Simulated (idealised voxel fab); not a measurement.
process module | voxel fin reveal
cross-section cut | 245 nm wide | cells 5 nm
A cross-section is a grid of square cells, given in bands from the top down. A band is one or more rows of cells.
Each band's line starts with the height of the band's top and of its bottom, in nm. Then come its materials from left to right, each with its width in nm. One material with "throughout" fills the band from edge to edge. "air" is empty space.
Height 0 is the level under which the wafer as received is all one material. The lowest band goes on downwards, as in "0 down".
A width such as "30 to 40" changes by the same amount from each row of cells to the next, from the band's top row to its bottom row.
"no change" after a step means that no cell of the cross-section changed.
closed voids: empty space of 8 cells or more with no open way to the top, each as width x height at its distance from the left edge, in nm
after a step's settings: what the simulator itself notes on the step
overlay nm, on a step with a mask: how far to the right of its planned place the mask lay; to the left if negative
plan
1 op RECEIVE | material Si
2 op CONFORMAL_DEP | material SiN | thk nm 10
3 op DIRECTIONAL_DEP | material aC | thk nm 15
4 op PATTERN | tone cover | mask id FINS | material resist | width nm 15 | pitch nm 45 | thk nm 30 | overlay nm 0
5 op DIRECTIONAL_ETCH | etch materials aC | depth nm 15
6 op STRIP | etch materials resist
7 op DIRECTIONAL_ETCH | etch materials SiN | depth nm 10
8 op DIRECTIONAL_ETCH | etch materials Si | depth nm 30
9 op STRIP | etch materials aC
10 op FILL_DEP | material SiO2 | thk nm 10
11 op CMP | height nm 10
12 op SELECTIVE_ETCH | etch materials SiO2 | depth nm 20
13 op STRIP | etch materials SiN
14 op CONFORMAL_DEP | material SiO2 | thk nm 5
as received, after step 1
  0 down: Si throughout
  closed voids: none
a wafer at the end: this start, this plan, one mistake
  5 to 0: air 85 | SiO2 25 | air 20 | SiO2 25 | air 90
  0 to -5: air 85 | SiO2 5 | Si 15 | SiO2 5 | air 20 | SiO2 5 | Si 15 | SiO2 5 | air 90
  -5 to -15: SiO2 75 | air 10 | SiO2 5 | Si 15 | SiO2 5 | air 20 | SiO2 5 | Si 15 | SiO2 5 | air 10 | SiO2 80
  -15 to -30: SiO2 90 | Si 15 | SiO2 30 | Si 15 | SiO2 95
  -30 down: Si throughout
  closed voids: none
what went wrong: steps 12 and 13 were swapped
